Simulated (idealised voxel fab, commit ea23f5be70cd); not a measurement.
Process module heading - voxel fin reveal
Section shown: cut. Width: 215 nm. Cell size: 5 nm, square.
Cross-sections here: square-cell grids, written as top-down lists of bands, a band being one or more rows of cells.
Quick guide to a band line: top height, bottom height (nm) up front; then every material left to right with its width in nm. Only one material and it's marked "edge to edge"? Then it fills the band edge to edge. And "empty" just means empty space.
We count height from 0. Below that, the starting wafer is all one material. The lowest band never ends at the bottom but goes on down; see "0 nm and below" for how that is written.
A width such as "30->40" changes by the same amount from each row of cells to the next, from the band's top row to its bottom row.
The cross-section has no changed cell in any step marked "identical to before".
If an empty space has no open way to the top and is at least 8 cells in size, "Trapped cavities" lists it, written width x height at distance, where distance is measured from the left edge and every value is in nm.
Heads up: the bit after the settings on a step's line is the simulator's remark on that step.
overlay nm: where the mask lay relative to plan, measured to the right, on steps with a mask; negatives go left.
These are the steps we planned for the process:
- 1: RECEIVE (material Si)
- 2: CONFORMAL_DEP (material SiN; thk nm 5)
- 3: PATTERN (tone cover; mask id FINS; material resist; width nm 15; pitch nm 45; thk nm 15; overlay nm 0)
- 4: DIRECTIONAL_ETCH (etch materials SiN; depth nm 5)
- 5: DIRECTIONAL_ETCH (etch materials Si; depth nm 30)
- 6: STRIP (etch materials resist)
- 7: FILL_DEP (material SiO2; thk nm 10)
- 8: CMP (height nm 5)
- 9: SELECTIVE_ETCH (etch materials SiO2; depth nm 20)
- 10: STRIP (etch materials SiN)
Here's what the wafer looked like in cross-section when it arrived - that's after step 1:
    0 nm and below | Si edge to edge
    Trapped cavities: none
first wafer at the end, as planned:
    0 nm to -15 nm | empty 75 nm, then Si 15 nm, then empty 30 nm, then Si 15 nm, then empty 80 nm
    -15 nm to -30 nm | SiO2 75 nm, then Si 15 nm, then SiO2 30 nm, then Si 15 nm, then SiO2 80 nm
    -30 nm and below | Si edge to edge
    Trapped cavities: none
Wafer two (of two), end-of-module cross-section: start = wafer one, plan = wafer one, one run mistake:
    5 nm to 0 nm | empty 75 nm, then SiN 15 nm, then empty 30 nm, then SiN 15 nm, then empty 80 nm
    0 nm to -15 nm | empty 75 nm, then Si 15 nm, then empty 30 nm, then Si 15 nm, then empty 80 nm
    -15 nm to -30 nm | SiO2 75 nm, then Si 15 nm, then SiO2 30 nm, then Si 15 nm, then SiO2 80 nm
    -30 nm and below | Si edge to edge
    Trapped cavities: none
What went wrong in running the wafer? step 10 of the plan got skipped, so it never ran
Heads up, by the end the second wafer has more or fewer cells of some materials compared to the first: SiN +6
